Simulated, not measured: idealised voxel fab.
process module | voxel gate over fins
cross-section cut | 155 nm wide | cells 5 nm
A cross-section is a grid of square cells, given in bands from the top down. A band is one or more rows of cells.
Each band's line starts with the height of the band's top and of its bottom, in nm. Then come its materials from left to right, each with its width in nm. One material with "throughout" fills the band from edge to edge. "air" is empty space.
Height 0 is the level under which the wafer as received is all one material. The lowest band goes on downwards, as in "0 down".
A width such as "30 to 40" changes by the same amount from each row of cells to the next, from the band's top row to its bottom row.
"no change" after a step means that no cell of the cross-section changed.
closed voids: empty space of 8 cells or more with no open way to the top, each as width x height at its distance from the left edge, in nm
after a step's settings: what the simulator itself notes on the step
overlay nm, on a step with a mask: how far to the right of its planned place the mask lay; to the left if negative
plan
1 op RECEIVE | material Si
2 op CONFORMAL_DEP | material SiN | thk nm 10
3 op PATTERN | tone cover | mask id FINS | material resist | width nm 15 | pitch nm 55 | thk nm 15 | overlay nm 0
4 op DIRECTIONAL_ETCH | etch materials SiN | depth nm 10
5 op DIRECTIONAL_ETCH | etch materials Si | depth nm 30
6 op STRIP | etch materials resist
7 op FILL_DEP | material SiO2 | thk nm 15
8 op CMP | height nm 10
9 op DIRECTIONAL_DEP | material aC | thk nm 15
10 op PATTERN | tone open | mask id RAIL | material resist | width nm 15 | thk nm 30 | overlay nm 0
11 op DIRECTIONAL_ETCH | etch materials aC | depth nm 15
12 op STRIP | etch materials resist
13 op DIRECTIONAL_ETCH | etch materials SiO2 | depth nm 35
14 op STRIP | etch materials aC
15 op CONFORMAL_DEP | material TiN | thk nm 5
16 op FILL_DEP | material Ru | thk nm 5
17 op CMP | height nm 10
18 op SELECTIVE_ETCH | etch materials W Ru TiN | depth nm 30
19 op FILL_DEP | material SiO2 | thk nm 5
20 op CMP | height nm 10
21 op SELECTIVE_ETCH | etch materials SiO2 | depth nm 20
22 op STRIP | etch materials SiN
23 op CONFORMAL_DEP | material HfO2 | thk nm 5
24 op CONFORMAL_DEP | material TiN | thk nm 5
25 op FILL_DEP | material W | thk nm 15
26 op CMP | height nm 20
27 op CONFORMAL_DEP | material SiN | thk nm 10
as received, after step 1
  0 down: Si throughout
  closed voids: none
first wafer at the end, as planned
  30 to 20: SiN throughout
  20 to 10: W throughout
  10 to 5: W 5 | TiN 35 | W 20 | TiN 35 | W 20 | TiN 35 | W 5
  5 to 0: W 5 | TiN 5 | HfO2 25 | TiN 5 | W 20 | TiN 5 | HfO2 25 | TiN 5 | W 20 | TiN 5 | HfO2 25 | TiN 5 | W 5
  0 to -5: TiN 10 | HfO2 5 | Si 15 | HfO2 5 | TiN 30 | HfO2 5 | Si 15 | HfO2 5 | TiN 30 | HfO2 5 | Si 15 | HfO2 5 | TiN 10
  -5 to -10: HfO2 15 | Si 15 | HfO2 40 | Si 15 | HfO2 40 | Si 15 | HfO2 15
  -10 to -20: SiO2 15 | Si 15 | SiO2 40 | Si 15 | SiO2 40 | Si 15 | SiO2 15
  -20 to -25: SiO2 15 | Si 15 | SiO2 10 | TiN 15 | SiO2 15 | Si 15 | SiO2 40 | Si 15 | SiO2 15
  -25 to -30: SiO2 15 | Si 15 | SiO2 40 | Si 15 | SiO2 40 | Si 15 | SiO2 15
  -30 down: Si throughout
  closed voids: none
second wafer at the end: like start, like plan, one mistake
  30 to 20: SiN throughout
  20 to 15: W 35 | TiN 25 | W 95
  15 to 10: W 35 | TiN 5 | HfO2 15 | TiN 5 | W 95
  10 to 5: W 5 | TiN 35 | HfO2 15 | TiN 40 | W 20 | TiN 35 | W 5
  5 to 0: W 5 | TiN 5 | HfO2 25 | TiN 5 | HfO2 15 | TiN 10 | HfO2 25 | TiN 5 | W 20 | TiN 5 | HfO2 25 | TiN 5 | W 5
  0 to -5: TiN 10 | HfO2 5 | Si 15 | HfO2 5 | TiN 5 | HfO2 15 | TiN 10 | HfO2 5 | Si 15 | HfO2 5 | TiN 30 | HfO2 5 | Si 15 | HfO2 5 | TiN 10
  -5 to -10: HfO2 15 | Si 15 | HfO2 40 | Si 15 | HfO2 40 | Si 15 | HfO2 15
  -10 to -20: SiO2 15 | Si 15 | SiO2 15 | HfO2 5 | SiO2 20 | Si 15 | SiO2 40 | Si 15 | SiO2 15
  -20 to -25: SiO2 15 | Si 15 | SiO2 10 | TiN 15 | SiO2 15 | Si 15 | SiO2 40 | Si 15 | SiO2 15
  -25 to -30: SiO2 15 | Si 15 | SiO2 40 | Si 15 | SiO2 40 | Si 15 | SiO2 15
  -30 down: Si throughout
  closed voids: none
what went wrong: step 16 ran as: op FILL_DEP | material HfO2 | thk nm 5
at the end the second wafer has, in cells: 14 more of HfO2 | 2 fewer of SiO2 | 6 more of TiN | 18 fewer of W
